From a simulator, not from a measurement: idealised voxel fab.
The process module presented herein is designated voxel gate over fins.
We display cut, a cross-section 235 nm in width whose square cells are each 5 nm.
Square cells in a grid make up a cross-section in this document, and the grid is given as bands, listed from the top down, each one or more rows of cells.
Band: top height; bottom height; in nm. Then, left to right: material with width in nm, for each material. "full width": a single material spanning edge to edge. "air": empty space.
Heads up on the height convention: 0 is the point under which the incoming wafer is all one material, and the lowest band has no bottom, it just keeps going down, like "from 0 down".
Width spec "30 to 40" -> top row of cells at first value, bottom row at second value, equal per-row change in between.
You'll sometimes find "nothing changed" written for a step, and that's the way of saying that nowhere in the cross-section did a cell change during that step.
Cavities, sealed: empty space of 8 cells or more with no open way to the top, each as width x height at its distance from the left edge, in nm
Where a step's line continues beyond its settings, the continuation is a remark by the simulator itself on that step.
A step's line can hold "overlay nm"; with a mask on that step, the setting says how far right of the planned place the mask lay, while a negative setting says it lay to the left.

-- Process steps - plan
1) RECEIVE | material Si
2) CONFORMAL_DEP | material SiN | thk nm 10
3) DIRECTIONAL_DEP | material aC | thk nm 15
4) PATTERN | tone cover | mask id FINS | material resist | width nm 15 | pitch nm 40 | thk nm 35 | overlay nm 0
5) DIRECTIONAL_ETCH | etch materials aC | depth nm 15
6) STRIP | etch materials resist
7) DIRECTIONAL_ETCH | etch materials SiN | depth nm 10
8) DIRECTIONAL_ETCH | etch materials Si | depth nm 40
9) STRIP | etch materials aC
10) FILL_DEP | material SiO2 | thk nm 5
11) CMP | height nm 10
12) SELECTIVE_ETCH | etch materials SiO2 | depth nm 25
13) STRIP | etch materials SiN
14) CONFORMAL_DEP | material HfO2 | thk nm 5
15) CONFORMAL_DEP | material TiN | thk nm 5
16) CONFORMAL_DEP | material TiAl | thk nm 5
17) CONFORMAL_DEP | material TiN | thk nm 5
18) FILL_DEP | material W | thk nm 10
19) CMP | height nm 25
20) CONFORMAL_DEP | material SiN | thk nm 10

-- Received-state cross-section, reflecting completion of step 1
	from 0 down  Si full width
	Cavities, sealed: none

-- Cross-section: first of two wafers, module finished, run according to plan
	from 35 to 25  SiN full width
	from 25 to 20  W full width
	from 20 to 15  W 70 nm / TiN 95 nm / W 70 nm
	from 15 to 10  W 70 nm / TiN 5 nm / TiAl 85 nm / TiN 5 nm / W 70 nm
	from 10 to 5  W 70 nm / TiN 5 nm / TiAl 5 nm / TiN 35 nm / TiAl 5 nm / TiN 35 nm / TiAl 5 nm / TiN 5 nm / W 70 nm
	from 5 to 0  TiN 75 nm / TiAl 5 nm / TiN 5 nm / HfO2 25 nm / TiN 5 nm / TiAl 5 nm / TiN 5 nm / HfO2 25 nm / TiN 5 nm / TiAl 5 nm / TiN 75 nm
	from 0 to -5  TiAl 80 nm / TiN 5 nm / HfO2 5 nm / Si 15 nm / HfO2 5 nm / TiN 5 nm / TiAl 5 nm / TiN 5 nm / HfO2 5 nm / Si 15 nm / HfO2 5 nm / TiN 5 nm / TiAl 80 nm
	from -5 to -10  TiN 85 nm / HfO2 5 nm / Si 15 nm / HfO2 5 nm / TiN 15 nm / HfO2 5 nm / Si 15 nm / HfO2 5 nm / TiN 85 nm
	from -10 to -15  HfO2 90 nm / Si 15 nm / HfO2 25 nm / Si 15 nm / HfO2 90 nm
	from -15 to -40  SiO2 90 nm / Si 15 nm / SiO2 25 nm / Si 15 nm / SiO2 90 nm
	from -40 down  Si full width
	Cavities, sealed: none

-- Here is the second of the two wafers cut open at the end of the module - same start, same plan as the first one, but we made one mistake running it
	from 35 to 25  SiN full width
	from 25 to 20  W full width
	from 20 to 15  W 70 nm / TiN 95 nm / W 70 nm
	from 15 to 10  W 70 nm / TiN 5 nm / TiAl 85 nm / TiN 5 nm / W 70 nm
	from 10 to 5  W 70 nm / TiN 5 nm / TiAl 5 nm / HfO2 35 nm / TiAl 5 nm / HfO2 35 nm / TiAl 5 nm / TiN 5 nm / W 70 nm
	from 5 to 0  TiN 75 nm / TiAl 5 nm / HfO2 5 nm / TiN 25 nm / HfO2 5 nm / TiAl 5 nm / HfO2 5 nm / TiN 25 nm / HfO2 5 nm / TiAl 5 nm / TiN 75 nm
	from 0 to -5  TiAl 80 nm / HfO2 5 nm / TiN 5 nm / Si 15 nm / TiN 5 nm / HfO2 5 nm / TiAl 5 nm / HfO2 5 nm / TiN 5 nm / Si 15 nm / TiN 5 nm / HfO2 5 nm / TiAl 80 nm
	from -5 to -10  HfO2 85 nm / TiN 5 nm / Si 15 nm / TiN 5 nm / HfO2 15 nm / TiN 5 nm / Si 15 nm / TiN 5 nm / HfO2 85 nm
	from -10 to -15  TiN 90 nm / Si 15 nm / TiN 25 nm / Si 15 nm / TiN 90 nm
	from -15 to -40  SiO2 90 nm / Si 15 nm / SiO2 25 nm / Si 15 nm / SiO2 90 nm
	from -40 down  Si full width
	Cavities, sealed: none
Diagnosis: steps 14 and 15 of the plan were run in the wrong order, each in the other's place
Final state: per-material cell counts identical on both wafers; locations differ.
